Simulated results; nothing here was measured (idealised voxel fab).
You're looking at the process module voxel spacer lines.
The cross-section shown here is cut; it is 185 nm wide and divided into square cells measuring 5 nm on a side.
Reading order for cross-sections: top band down to bottom band. Underlying form: a grid of square cells. Band size: one or more rows of cells.
In this notation a band is specified by the heights of its top and bottom, in that order and in nm, after which its materials appear from left to right, each paired with its width in nm. The word "throughout" attached to a single material means that material fills the band from edge to edge; the word "air" stands for empty space.
The level at which height equals 0 is the one under which the wafer, as it arrives, is entirely one material. No lower edge exists for the bottom band, which continues downward and is notated as in "0 and below".
Per-row width for "30 to 40": begins at first number (top row of band), ends at second number (bottom row), increment between rows held constant.
"no modifications" -> step changed no cross-section cell.
Closed-off voids of 8+ cells (no open route to the top) go in "Enclosed internal voids", written width x height at distance from the left edge, in nm.
Note: text after step settings on the step line = simulator remark on that step.
You can add "overlay nm" to a step's line. For a step with a mask, it describes how far the mask lay to the right of its planned position, and a negative number describes a lay to the left.
Here's what the planned process steps look like
| 1 | RECEIVE,material Si |
| 2 | CONFORMAL_DEP,material Al2O3,thk nm 10 |
| 3 | DIRECTIONAL_DEP,material W,thk nm 10 |
| 4 | DIRECTIONAL_DEP,material polySi,thk nm 25 |
| 5 | PATTERN,tone cover,mask id MANDREL,material resist,width nm 15,pitch nm 50,thk nm 30,overlay nm 0 |
| 6 | DIRECTIONAL_ETCH,etch materials polySi,depth nm 25 |
| 7 | STRIP,etch materials resist |
| 8 | CONFORMAL_DEP,material SiO2,thk nm 10 |
| 9 | DIRECTIONAL_ETCH,etch materials SiO2,depth nm 10 |
| 10 | STRIP,etch materials polySi |
| 11 | DIRECTIONAL_ETCH,etch materials W,depth nm 10 |
| 12 | STRIP,etch materials SiO2 |
| 13 | FILL_DEP,material lowk,thk nm 10 |
| 14 | CMP,height nm 20 |
The first wafer of two, processed as planned
Here's what the wafer looked like in cross-section when it arrived - that's after step 1
* 0 and below: Si throughout
* Enclosed internal voids: none
The wafer, seen in cross-section, after step 2
* 10 down to 0: Al2O3 throughout
* Below 0 it's all the same as before, nothing changed down there.
The wafer, seen in cross-section, after step 3
* 20 down to 10: W throughout
* Below 10 it's all the same as before, nothing changed down there.
The wafer, seen in cross-section, after step 4
* 45 down to 20: polySi throughout
* Below 20 it's all the same as before, nothing changed down there.
The wafer, seen in cross-section, after step 5
* 75 down to 45: 60 nm air  15 nm resist  35 nm air  15 nm resist  60 nm air
* Below 45 it's all the same as before, nothing changed down there.
The wafer, seen in cross-section, after step 6
* 75 down to 45: 60 nm air  15 nm resist  35 nm air  15 nm resist  60 nm air
* 45 down to 20: 60 nm air  15 nm polySi  35 nm air  15 nm polySi  60 nm air
* Below 20 it's all the same as before, nothing changed down there.
The wafer, seen in cross-section, after step 7
* 45 down to 20: 60 nm air  15 nm polySi  35 nm air  15 nm polySi  60 nm air
* Below 20 it's all the same as before, nothing changed down there.
The wafer, seen in cross-section, after step 8
* 55 down to 45: 50 nm air  35 nm SiO2  15 nm air  35 nm SiO2  50 nm air
* 45 down to 30: 50 nm air  10 nm SiO2  15 nm polySi  10 nm SiO2  15 nm air  10 nm SiO2  15 nm polySi  10 nm SiO2  50 nm air
* 30 down to 20: 60 nm SiO2  15 nm polySi  35 nm SiO2  15 nm polySi  60 nm SiO2
* Below 20 it's all the same as before, nothing changed down there.
The wafer, seen in cross-section, after step 9
* 45 down to 20: 50 nm air  10 nm SiO2  15 nm polySi  10 nm SiO2  15 nm air  10 nm SiO2  15 nm polySi  10 nm SiO2  50 nm air
* Below 20 it's all the same as before, nothing changed down there.
The wafer, seen in cross-section, after step 10
* 45 down to 20: 50 nm air  10 nm SiO2  15 nm air  10 nm SiO2  15 nm air  10 nm SiO2  15 nm air  10 nm SiO2  50 nm air
* Below 20 it's all the same as before, nothing changed down there.
The wafer, seen in cross-section, after step 11
* 45 down to 20: 50 nm air  10 nm SiO2  15 nm air  10 nm SiO2  15 nm air  10 nm SiO2  15 nm air  10 nm SiO2  50 nm air
* 20 down to 10: 50 nm air  10 nm W  15 nm air  10 nm W  15 nm air  10 nm W  15 nm air  10 nm W  50 nm air
* Below 10 it's all the same as before, nothing changed down there.
The wafer, seen in cross-section, after step 12
* 20 down to 10: 50 nm air  10 nm W  15 nm air  10 nm W  15 nm air  10 nm W  15 nm air  10 nm W  50 nm air
* Below 10 it's all the same as before, nothing changed down there.
The wafer, seen in cross-section, after step 13
* 30 down to 20: lowk throughout
* 20 down to 10: 50 nm lowk  10 nm W  15 nm lowk  10 nm W  15 nm lowk  10 nm W  15 nm lowk  10 nm W  50 nm lowk
* Below 10 it's all the same as before, nothing changed down there.
The wafer, seen in cross-section, after step 14
* 20 down to 10: 50 nm lowk  10 nm W  15 nm lowk  10 nm W  15 nm lowk  10 nm W  15 nm lowk  10 nm W  50 nm lowk
* Below 10 it's all the same as before, nothing changed down there.
Here the second wafer is described. Its start and its plan were those of the first wafer. Its run contained one mistake. Up to and including step 4, it did exactly what the first wafer did
What the second wafer looks like in cross-section when step 5 should have wrapped up
* 75 down to 45: 60 nm air  20 nm resist  30 nm air  20 nm resist  55 nm air
* Below 45 it's all the same as before, nothing changed down there.
What the second wafer looks like in cross-section when step 6 should have wrapped up
* 75 down to 45: 60 nm air  20 nm resist  30 nm air  20 nm resist  55 nm air
* 45 down to 20: 60 nm air  20 nm polySi  30 nm air  20 nm polySi  55 nm air
* Below 20 it's all the same as before, nothing changed down there.
What the second wafer looks like in cross-section when step 7 should have wrapped up
* 45 down to 20: 60 nm air  20 nm polySi  30 nm air  20 nm polySi  55 nm air
* Below 20 it's all the same as before, nothing changed down there.
What the second wafer looks like in cross-section when step 8 should have wrapped up
* 55 down to 45: 50 nm air  40 nm SiO2  10 nm air  40 nm SiO2  45 nm air
* 45 down to 30: 50 nm air  10 nm SiO2  20 nm polySi  10 nm SiO2  10 nm air  10 nm SiO2  20 nm polySi  10 nm SiO2  45 nm air
* 30 down to 20: 60 nm SiO2  20 nm polySi  30 nm SiO2  20 nm polySi  55 nm SiO2
* Below 20 it's all the same as before, nothing changed down there.
What the second wafer looks like in cross-section when step 9 should have wrapped up
* 45 down to 20: 50 nm air  10 nm SiO2  20 nm polySi  10 nm SiO2  10 nm air  10 nm SiO2  20 nm polySi  10 nm SiO2  45 nm air
* Below 20 it's all the same as before, nothing changed down there.
What the second wafer looks like in cross-section when step 10 should have wrapped up
* 45 down to 20: 50 nm air  10 nm SiO2  20 nm air  10 nm SiO2  10 nm air  10 nm SiO2  20 nm air  10 nm SiO2  45 nm air
* Below 20 it's all the same as before, nothing changed down there.
What the second wafer looks like in cross-section when step 11 should have wrapped up
* 45 down to 20: 50 nm air  10 nm SiO2  20 nm air  10 nm SiO2  10 nm air  10 nm SiO2  20 nm air  10 nm SiO2  45 nm air
* 20 down to 10: 50 nm air  10 nm W  20 nm air  10 nm W  10 nm air  10 nm W  20 nm air  10 nm W  45 nm air
* Below 10 it's all the same as before, nothing changed down there.
What the second wafer looks like in cross-section when step 12 should have wrapped up
* 20 down to 10: 50 nm air  10 nm W  20 nm air  10 nm W  10 nm air  10 nm W  20 nm air  10 nm W  45 nm air
* Below 10 it's all the same as before, nothing changed down there.
What the second wafer looks like in cross-section when step 13 should have wrapped up
* 30 down to 20: lowk throughout
* 20 down to 10: 50 nm lowk  10 nm W  20 nm lowk  10 nm W  10 nm lowk  10 nm W  20 nm lowk  10 nm W  45 nm lowk
* Below 10 it's all the same as before, nothing changed down there.
What the second wafer looks like in cross-section when step 14 should have wrapped up
* 20 down to 10: 50 nm lowk  10 nm W  20 nm lowk  10 nm W  10 nm lowk  10 nm W  20 nm lowk  10 nm W  45 nm lowk
* Below 10 it's all the same as before, nothing changed down there.
Error vs. plan: step 5 went in with a setting other than planned; the actual run was PATTERN,tone cover,mask id MANDREL,material resist,width nm 20,pitch nm 50,thk nm 30,overlay nm 0
At the end, the second wafer has the same number of cells of each material as the first, but those cells sit in other places.
